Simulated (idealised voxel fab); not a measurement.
The following process module bears the name voxel gate over fins.
Square cell edge 5 nm, section width 230 nm, ID cut.
Notation: cross-section as square-cell grid; stated in bands, top first, going down; one or more cell rows per band. Heads up on the band format: heights come first, top then bottom, in nm. After that it's the materials left to right, each with its width in nm. A single material flagged "edge to edge" fills the whole band edge to edge, and "empty" means there's empty space there. Measure heights from 0. That's the level where, below it, the as-received wafer is all one material. The lowest band is bottomless and extends downward; write it as in "from 0 down". Width "30->40": first value at the band's top row of cells, second value at its bottom row, equal change from row to row. Basically "stayed the same" means that step didn't change any cell in the cross-section. Heads up: "Trapped cavities" only lists the empty pockets with no open path to the top that are 8 cells or more, and it writes them as width x height at distance, distance from the left edge, in nm. What comes after the settings on a step's line is commentary from the simulator itself on that step. overlay nm: step with mask; distance mask lay right of planned place; negative value = left of planned place.

-- Process steps (planned)
1,RECEIVE with material Si
2,CONFORMAL_DEP with material SiN, thk nm 5
3,PATTERN with tone cover, mask id FINS, material resist, width nm 15, pitch nm 60, thk nm 20, overlay nm 0
4,DIRECTIONAL_ETCH with etch materials SiN, depth nm 5
5,DIRECTIONAL_ETCH with etch materials Si, depth nm 35
6,STRIP with etch materials resist
7,OXIDIZE with depth nm 5
8,FILL_DEP with material SiO2, thk nm 15
9,CMP with height nm 5
10,PATTERN with tone open, mask id RAIL, material resist, width nm 15, thk nm 20, overlay nm 0
11,DIRECTIONAL_ETCH with etch materials SiO2, depth nm 35
12,STRIP with etch materials resist
13,CONFORMAL_DEP with material TiN, thk nm 5
14,FILL_DEP with material Ru, thk nm 10
15,CMP with height nm 5
16,SELECTIVE_ETCH with etch materials W Ru TiN, depth nm 30
17,FILL_DEP with material SiO2, thk nm 5
18,CMP with height nm 5
19,SELECTIVE_ETCH with etch materials SiO2, depth nm 20
20,STRIP with etch materials SiN
21,CONFORMAL_DEP with material HfO2, thk nm 5
22,CONFORMAL_DEP with material TiN, thk nm 5
23,CONFORMAL_DEP with material TiAl, thk nm 5
24,CONFORMAL_DEP with material TiN, thk nm 5
25,FILL_DEP with material W, thk nm 15
26,CMP with height nm 30
27,CONFORMAL_DEP with material SiN, thk nm 10
It is noted that the wafers described herein are identical at the outset and are distinguished by the width nm of step 3; the value stated in the plan corresponds to the first wafer.

-- This is how the first of several wafers looked in cross-section when it arrived, which is after step 1
* from 0 down | Si edge to edge
* Trapped cavities: none

-- Cross-sectional representation of the first of several wafers at the end of the module, i.e. after its terminal step, step 27
* from 40 to 30 | SiN edge to edge
* from 30 to 20 | W edge to edge
* from 20 to 15 | W 60 nm | TiN 45 nm | W 15 nm | TiN 45 nm | W 65 nm
* from 15 to 10 | W 60 nm | TiN 5 nm | TiAl 35 nm | TiN 5 nm | W 15 nm | TiN 5 nm | TiAl 35 nm | TiN 5 nm | W 65 nm
* from 10 to 5 | W 60 nm | TiN 5 nm | TiAl 5 nm | TiN 25 nm | TiAl 5 nm | TiN 5 nm | W 15 nm | TiN 5 nm | TiAl 5 nm | TiN 25 nm | TiAl 5 nm | TiN 5 nm | W 65 nm
* from 5 to 0 | TiN 65 nm | TiAl 5 nm | TiN 5 nm | HfO2 15 nm | TiN 5 nm | TiAl 5 nm | TiN 25 nm | TiAl 5 nm | TiN 5 nm | HfO2 15 nm | TiN 5 nm | TiAl 5 nm | TiN 70 nm
* from 0 to -5 | TiAl 70 nm | TiN 5 nm | HfO2 5 nm | Si 5 nm | HfO2 5 nm | TiN 5 nm | TiAl 35 nm | TiN 5 nm | HfO2 5 nm | Si 5 nm | HfO2 5 nm | TiN 5 nm | TiAl 75 nm
* from -5 to -10 | TiN 75 nm | HfO2 5 nm | Si 5 nm | HfO2 5 nm | TiN 45 nm | HfO2 5 nm | Si 5 nm | HfO2 5 nm | TiN 80 nm
* from -10 to -15 | HfO2 80 nm | Si 5 nm | HfO2 55 nm | Si 5 nm | HfO2 85 nm
* from -15 to -25 | SiO2 80 nm | Si 5 nm | SiO2 55 nm | Si 5 nm | SiO2 85 nm
* from -25 to -30 | SiO2 80 nm | Si 5 nm | SiO2 20 nm | TiN 15 nm | SiO2 20 nm | Si 5 nm | SiO2 85 nm
* from -30 to -40 | SiO2 80 nm | Si 5 nm | SiO2 55 nm | Si 5 nm | SiO2 85 nm
* from -40 down | Si edge to edge
* Trapped cavities: none

-- last wafer at the end
* from 40 to 30 | SiN edge to edge
* from 30 to 20 | W edge to edge
* from 20 to 15 | W 55 nm | TiN 120 nm | W 55 nm
* from 15 to 10 | W 55 nm | TiN 5 nm | TiAl 50 nm | TiN 10 nm | TiAl 50 nm | TiN 5 nm | W 55 nm
* from 10 to 5 | W 55 nm | TiN 5 nm | TiAl 5 nm | TiN 40 nm | TiAl 5 nm | TiN 10 nm | TiAl 5 nm | TiN 40 nm | TiAl 5 nm | TiN 5 nm | W 55 nm
* from 5 to 0 | TiN 60 nm | TiAl 5 nm | TiN 5 nm | HfO2 30 nm | TiN 5 nm | TiAl 5 nm | TiN 10 nm | TiAl 5 nm | TiN 5 nm | HfO2 30 nm | TiN 5 nm | TiAl 5 nm | TiN 60 nm
* from 0 to -5 | TiAl 65 nm | TiN 5 nm | HfO2 5 nm | Si 20 nm | HfO2 5 nm | TiN 5 nm | TiAl 20 nm | TiN 5 nm | HfO2 5 nm | Si 20 nm | HfO2 5 nm | TiN 5 nm | TiAl 65 nm
* from -5 to -10 | TiN 70 nm | HfO2 5 nm | Si 20 nm | HfO2 5 nm | TiN 30 nm | HfO2 5 nm | Si 20 nm | HfO2 5 nm | TiN 70 nm
* from -10 to -15 | HfO2 75 nm | Si 20 nm | HfO2 40 nm | Si 20 nm | HfO2 75 nm
* from -15 to -25 | SiO2 75 nm | Si 20 nm | SiO2 40 nm | Si 20 nm | SiO2 75 nm
* from -25 to -30 | SiO2 75 nm | Si 20 nm | SiO2 10 nm | TiN 15 nm | SiO2 15 nm | Si 20 nm | SiO2 75 nm
* from -30 to -40 | SiO2 75 nm | Si 20 nm | SiO2 40 nm | Si 20 nm | SiO2 75 nm
* from -40 down | Si edge to edge
* Trapped cavities: none

-- Row per wafer, end-of-module: cell gain (+)/loss (-) by material since the wafer came in, then closed voids
width nm 15, +58 HfO2, -352 Si, +92 SiN, +217 SiO2, +58 TiAl, +119 TiN, +176 W, Trapped cavities: none
width nm 20, +58 HfO2, -336 Si, +92 SiN, +207 SiO2, +58 TiAl, +119 TiN, +170 W, Trapped cavities: none
width nm 25, +58 HfO2, -320 Si, +92 SiN, +197 SiO2, +58 TiAl, +119 TiN, +164 W, Trapped cavities: none
width nm 30, +58 HfO2, -304 Si, +92 SiN, +187 SiO2, +58 TiAl, +119 TiN, +158 W, Trapped cavities: none
